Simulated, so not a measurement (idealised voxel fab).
process module | voxel ribs on slabs
Xsec cut, 155 nm wide, square cell size 5 nm.
Heads up, the way a cross-section reads in here is a grid of square cells, handed over as bands from the top down, with every band being one or more rows of cells. Top, bottom (nm), then materials left to right with widths (nm); lone material tagged "throughout" fills the whole band edge to edge; "blank" = empty space. Zero point of the height axis is 0; under it, received wafer = one material. Lowest band: continues down indefinitely, "0..down". Graded width ("30 to 40"): value in top row of band = first number; value in bottom row = second number; row-to-row change constant. "nothing got changed" -> step changed no cross-section cell. Closed empty spaces (no open way to the top) of 8 cells or more are what "Closed void roster" lists, each as width x height at distance from the left edge, nm for all three. On each step's line, the part that comes after the settings is the simulator's own comment on the step. "overlay nm" answers the question of how far to the right of plan the mask lay on a step that has a mask, and when it is negative the answer is to the left.

The process steps that were planned are listed below
1,op RECEIVE | material Si
2,op DIRECTIONAL_DEP | material SiO2 | thk nm 20
3,op DIRECTIONAL_DEP | material SiN | thk nm 25
4,op PATTERN | tone cover | mask id RIB | material resist | width nm 30 | thk nm 20 | overlay nm 0
5,op DIRECTIONAL_ETCH | etch materials SiN | depth nm 15
6,op STRIP | etch materials resist
7,op MASKED_ETCH | tone cover | mask id SLAB | width nm 90 | etch materials SiN | depth nm 10 | overlay nm 0
8,op FILL_DEP | material SiO2 | thk nm 15
9,op CMP | height nm 55
10,op DIRECTIONAL_DEP | material W | thk nm 10
11,op PATTERN | tone cover | mask id HEATER | material resist | width nm 40 | thk nm 20 | overlay nm 0
12,op DIRECTIONAL_ETCH | etch materials W | depth nm 10
13,op STRIP | etch materials resist
14,op CONFORMAL_DEP | material SiO2 | thk nm 5

As received (post step 1): cross-section
0..down: Si throughout
Closed void roster: none

As-planned run: cross-section of the first of two wafers at end of module
70..65: blank (50)  SiO2 (50)  blank (55)
65..60: blank (50)  SiO2 (5)  W (40)  SiO2 (5)  blank (55)
60..55: SiO2 (55)  W (40)  SiO2 (60)
55..45: SiO2 throughout
45..30: SiO2 (60)  SiN (30)  SiO2 (65)
30..20: SiO2 (30)  SiN (90)  SiO2 (35)
20..0: SiO2 throughout
0..down: Si throughout
Closed void roster: none

End-of-module cross-section of the second wafer: identical starting point and process plan to the first, with one processing mistake
70..65: blank (50)  SiO2 (50)  blank (55)
65..60: blank (50)  SiO2 (5)  W (40)  SiO2 (5)  blank (55)
60..55: SiO2 (55)  W (40)  SiO2 (60)
55..25: SiO2 throughout
25..0: SiN throughout
0..down: Si throughout
Closed void roster: none
In executing the process, a mistake was made relative to the plan: steps 2 and 3 were swapped
Final difference in cells, second wafer against first, listed per material as more or fewer: +101 SiN; -101 SiO2
